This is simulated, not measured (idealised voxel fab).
Title: Process Module voxel ribs on slabs
The cross-section shown here is cut; it is 155 nm wide and divided into square cells measuring 5 nm on a side.
Bands, listed from the top down, are how a cross-section gets written in this document; the cross-section itself is a grid of square cells, and a band is one or more rows of them. This entry defines a band. It first specifies the height of the band's top and the height of its bottom in nm, and then specifies the band's materials from left to right, stating each material with its width in nm. The word "throughout" identifies a single material that fills the band from edge to edge, while the word "air" identifies empty space. Measure heights from 0. That's the level where, below it, the as-received wafer is all one material. The lowest band is bottomless and extends downward; write it as in "z 0 and below". A width given as "30->40" starts at the first number in the band's top row and ends at the second number in its bottom row, shifting by an equal amount at every step from row to row. "nothing changed" for a step: no cell of the cross-section changed in that step. Entry "Closed internal voids" = empty spaces >= 8 cells with no open way to the top; each as width x height at distance, distance from left edge, all nm. It should be noted that, on the line of a given step, the content following the step's settings is a remark produced by the simulator itself with respect to that step. overlay nm: for a step with a mask, the amount by which the mask lay right of where it was planned; a negative amount means left of it.
# The steps planned for the process are as follows
1 RECEIVE with material Si
2 DIRECTIONAL_DEP with material SiO2, thk nm 25
3 DIRECTIONAL_DEP with material SiN, thk nm 20
4 DIRECTIONAL_DEP with material aC, thk nm 15
5 PATTERN with tone cover, mask id RIB, material resist, width nm 30, thk nm 35, overlay nm 0
6 DIRECTIONAL_ETCH with etch materials aC, depth nm 15
7 STRIP with etch materials resist
8 DIRECTIONAL_ETCH with etch materials SiN, depth nm 10
9 STRIP with etch materials aC
10 DIRECTIONAL_DEP with material aC, thk nm 15
11 PATTERN with tone cover, mask id SLAB, material resist, width nm 60, thk nm 30, overlay nm 0
12 DIRECTIONAL_ETCH with etch materials aC, depth nm 15
13 STRIP with etch materials resist
14 DIRECTIONAL_ETCH with etch materials SiN, depth nm 10
15 STRIP with etch materials aC
16 FILL_DEP with material SiO2, thk nm 20
17 CMP with height nm 55
18 DIRECTIONAL_DEP with material TiN, thk nm 10
19 PATTERN with tone cover, mask id HEATER, material resist, width nm 40, thk nm 20, overlay nm 0
20 DIRECTIONAL_ETCH with etch materials TiN, depth nm 10
21 STRIP with etch materials resist
22 CONFORMAL_DEP with material SiN, thk nm 5
# Incoming wafer in cross-section (state: after step 1)
    z 0 and below = Si throughout
    Closed internal voids: none
# Cross-sectional image of the first of two wafers at the end of the module, the run having proceeded as planned
    z 70 to 65 = air (50)  SiN (50)  air (55)
    z 65 to 60 = air (50)  SiN (5)  TiN (40)  SiN (5)  air (55)
    z 60 to 55 = SiN (55)  TiN (40)  SiN (60)
    z 55 to 45 = SiO2 throughout
    z 45 to 35 = SiO2 (60)  SiN (30)  SiO2 (65)
    z 35 to 25 = SiO2 (45)  SiN (60)  SiO2 (50)
    z 25 to 0 = SiO2 throughout
    z 0 and below = Si throughout
    Closed internal voids: none
# Here's the second of our two wafers sectioned at module end. Same start as the first, same plan, but one mistake got made running it
    z 65 to 55 = air (55)  TiN (40)  air (60)
    z 55 to 45 = SiO2 throughout
    z 45 to 35 = SiO2 (60)  SiN (30)  SiO2 (65)
    z 35 to 25 = SiO2 (45)  SiN (60)  SiO2 (50)
    z 25 to 0 = SiO2 throughout
    z 0 and below = Si throughout
    Closed internal voids: none
Finding, execution versus plan: step 22 of the plan was excluded from execution and never run
In the final state, the cell counts of the second wafer exceed or fall short of those of the first for the following materials: 35 fewer of SiN
